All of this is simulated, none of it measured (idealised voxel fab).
process module | voxel transistor to metal
cross-section cut | 185 nm wide | cells 5 nm
A cross-section is a grid of square cells, given in bands from the top down. A band is one or more rows of cells.
Each band's line starts with the height of the band's top and of its bottom, in nm. Then come its materials from left to right, each with its width in nm. One material with "throughout" fills the band from edge to edge. "air" is empty space.
Height 0 is the level under which the wafer as received is all one material. The lowest band goes on downwards, as in "0 down".
A width such as "30 to 40" changes by the same amount from each row of cells to the next, from the band's top row to its bottom row.
"no change" after a step means that no cell of the cross-section changed.
closed voids: empty space of 8 cells or more with no open way to the top, each as width x height at its distance from the left edge, in nm
after a step's settings: what the simulator itself notes on the step
overlay nm, on a step with a mask: how far to the right of its planned place the mask lay; to the left if negative
plan
1 op RECEIVE | material Si
2 op CONFORMAL_DEP | material SiO2 | thk nm 5
3 op CONFORMAL_DEP | material SiN | thk nm 10
4 op PATTERN | tone cover | mask id ACTIVE | material resist | width nm 85 | thk nm 20 | overlay nm 0
5 op DIRECTIONAL_ETCH | etch materials SiN | depth nm 10
6 op DIRECTIONAL_ETCH | etch materials SiO2 | depth nm 5
7 op DIRECTIONAL_ETCH | etch materials Si | depth nm 20
8 op STRIP | etch materials resist
9 op OXIDIZE | depth nm 5
10 op FILL_DEP | material SiO2 | thk nm 15
11 op CMP | height nm 15
12 op SELECTIVE_ETCH | etch materials SiO2 | depth nm 5
13 op STRIP | etch materials SiN
14 op SELECTIVE_ETCH | etch materials SiO2 | depth nm 5
15 op OXIDIZE | depth nm 5
16 op DIRECTIONAL_DEP | material polySi | thk nm 25
17 op DIRECTIONAL_DEP | material SiCN | thk nm 15
18 op DIRECTIONAL_DEP | material aC | thk nm 10
19 op PATTERN | tone cover | mask id GATE | material resist | width nm 15 | thk nm 25 | overlay nm 0
20 op DIRECTIONAL_ETCH | etch materials aC | depth nm 10
21 op STRIP | etch materials resist
22 op DIRECTIONAL_ETCH | etch materials SiCN | depth nm 25
23 op DIRECTIONAL_ETCH | etch materials polySi | depth nm 35
24 op STRIP | etch materials aC
25 op CONFORMAL_DEP | material SiN | thk nm 10
26 op DIRECTIONAL_ETCH | etch materials SiN | depth nm 10
27 op DIRECTIONAL_ETCH | etch materials SiO2 | depth nm 5
28 op EPI | material SiGe | thk nm 5
29 op FILL_DEP | material SiO2 | thk nm 10
30 op CMP | height nm 40
31 op DIRECTIONAL_DEP | material SiO2 | thk nm 15
32 op MASKED_ETCH | tone open | mask id CONTACT | width nm 15 | pitch nm 60 | etch materials SiO2 | depth nm 55 | overlay nm -15
33 op CONFORMAL_DEP | material TiN | thk nm 5
34 op FILL_DEP | material W | thk nm 5
35 op CMP | height nm 55
36 op CONFORMAL_DEP | material SiCN | thk nm 5
37 op DIRECTIONAL_DEP | material SiO2 | thk nm 20
38 op PATTERN | tone open | mask id METAL_1 | material resist | width nm 15 | pitch nm 60 | thk nm 15 | overlay nm 0
39 op DIRECTIONAL_ETCH | etch materials SiO2 | depth nm 20
40 op DIRECTIONAL_ETCH | etch materials SiCN | depth nm 5
41 op STRIP | etch materials resist
42 op CONFORMAL_DEP | material TiN | thk nm 5
43 op FILL_DEP | material Cu | thk nm 5
44 op CMP | height nm 80
45 op CONFORMAL_DEP | material SiN | thk nm 5
varied across the wafers: overlay nm of step 32. The plan shows the first wafer's value. All wafers start alike
first wafer as received, after step 1
  0 down: Si throughout
  closed voids: none
each wafer at the end: cells of each material gained (+) or lost (-) since it was received, then its closed voids
overlay nm -15 | +8 Cu | -125 Si | +40 SiCN | +8 SiGe | +73 SiN | +540 SiO2 | +59 TiN | +11 W | +15 polySi | closed voids: none
overlay nm -10 | +8 Cu | -125 Si | +40 SiCN | +8 SiGe | +73 SiN | +532 SiO2 | +67 TiN | +11 W | +15 polySi | closed voids: none
overlay nm -5 | +8 Cu | -125 Si | +40 SiCN | +8 SiGe | +73 SiN | +523 SiO2 | +68 TiN | +19 W | +15 polySi | closed voids: none
overlay nm 0 | +8 Cu | -125 Si | +40 SiCN | +8 SiGe | +73 SiN | +522 SiO2 | +68 TiN | +20 W | +15 polySi | closed voids: none
overlay nm 5 | +8 Cu | -125 Si | +40 SiCN | +8 SiGe | +73 SiN | +523 SiO2 | +68 TiN | +19 W | +15 polySi | closed voids: none
overlay nm 10 | +8 Cu | -125 Si | +40 SiCN | +8 SiGe | +73 SiN | +532 SiO2 | +67 TiN | +11 W | +15 polySi | closed voids: none
overlay nm 15 | +8 Cu | -125 Si | +40 SiCN | +8 SiGe | +73 SiN | +540 SiO2 | +59 TiN | +11 W | +15 polySi | closed voids: none
